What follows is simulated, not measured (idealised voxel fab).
process module | voxel ribs on slabs
cross-section cut | 230 nm wide | cells 5 nm
A cross-section is a grid of square cells, given in bands from the top down. A band is one or more rows of cells.
Each band's line starts with the height of the band's top and of its bottom, in nm. Then come its materials from left to right, each with its width in nm. One material with "throughout" fills the band from edge to edge. "air" is empty space.
Height 0 is the level under which the wafer as received is all one material. The lowest band goes on downwards, as in "0 down".
A width such as "30 to 40" changes by the same amount from each row of cells to the next, from the band's top row to its bottom row.
"no change" after a step means that no cell of the cross-section changed.
closed voids: empty space of 8 cells or more with no open way to the top, each as width x height at its distance from the left edge, in nm
after a step's settings: what the simulator itself notes on the step
overlay nm, on a step with a mask: how far to the right of its planned place the mask lay; to the left if negative
plan
1 op RECEIVE | material Si
2 op DIRECTIONAL_DEP | material SiO2 | thk nm 25
3 op DIRECTIONAL_DEP | material SiN | thk nm 20
4 op MASKED_ETCH | tone cover | mask id RIB | width nm 20 | etch materials SiN | depth nm 10 | overlay nm 0
5 op PATTERN | tone cover | mask id SLAB | material resist | width nm 80 | thk nm 15 | overlay nm -15
6 op DIRECTIONAL_ETCH | etch materials SiN | depth nm 10
7 op STRIP | etch materials resist
8 op FILL_DEP | material SiO2 | thk nm 30
9 op CMP | height nm 65
10 op DIRECTIONAL_DEP | material TiN | thk nm 5
11 op PATTERN | tone cover | mask id HEATER | material resist | width nm 30 | thk nm 20 | overlay nm 0
12 op DIRECTIONAL_ETCH | etch materials TiN | depth nm 5
13 op STRIP | etch materials resist
14 op CONFORMAL_DEP | material SiO2 | thk nm 10
varied across the wafers: overlay nm of step 5. The plan shows the first wafer's value. All wafers start alike
first wafer as received, after step 1
  0 down: Si throughout
  closed voids: none
first wafer at the end, after step 14
  80 to 75: air 90 | SiO2 50 | air 90
  75 to 70: SiO2 throughout
  70 to 65: SiO2 100 | TiN 30 | SiO2 100
  65 to 45: SiO2 throughout
  45 to 35: SiO2 105 | SiN 20 | SiO2 105
  35 to 25: SiO2 60 | SiN 80 | SiO2 90
  25 to 0: SiO2 throughout
  0 down: Si throughout
  closed voids: none
last wafer at the end
  80 to 75: air 90 | SiO2 50 | air 90
  75 to 70: SiO2 throughout
  70 to 65: SiO2 100 | TiN 30 | SiO2 100
  65 to 45: SiO2 throughout
  45 to 35: SiO2 105 | SiN 20 | SiO2 105
  35 to 25: SiO2 90 | SiN 80 | SiO2 60
  25 to 0: SiO2 throughout
  0 down: Si throughout
  closed voids: none
each wafer at the end: cells of each material gained (+) or lost (-) since it was received, then its closed voids
overlay nm -15 | +40 SiN | +654 SiO2 | +6 TiN | closed voids: none
overlay nm -10 | +40 SiN | +654 SiO2 | +6 TiN | closed voids: none
overlay nm -5 | +40 SiN | +654 SiO2 | +6 TiN | closed voids: none
overlay nm 0 | +40 SiN | +654 SiO2 | +6 TiN | closed voids: none
overlay nm 5 | +40 SiN | +654 SiO2 | +6 TiN | closed voids: none
overlay nm 10 | +40 SiN | +654 SiO2 | +6 TiN | closed voids: none
overlay nm 15 | +40 SiN | +654 SiO2 | +6 TiN | closed voids: none
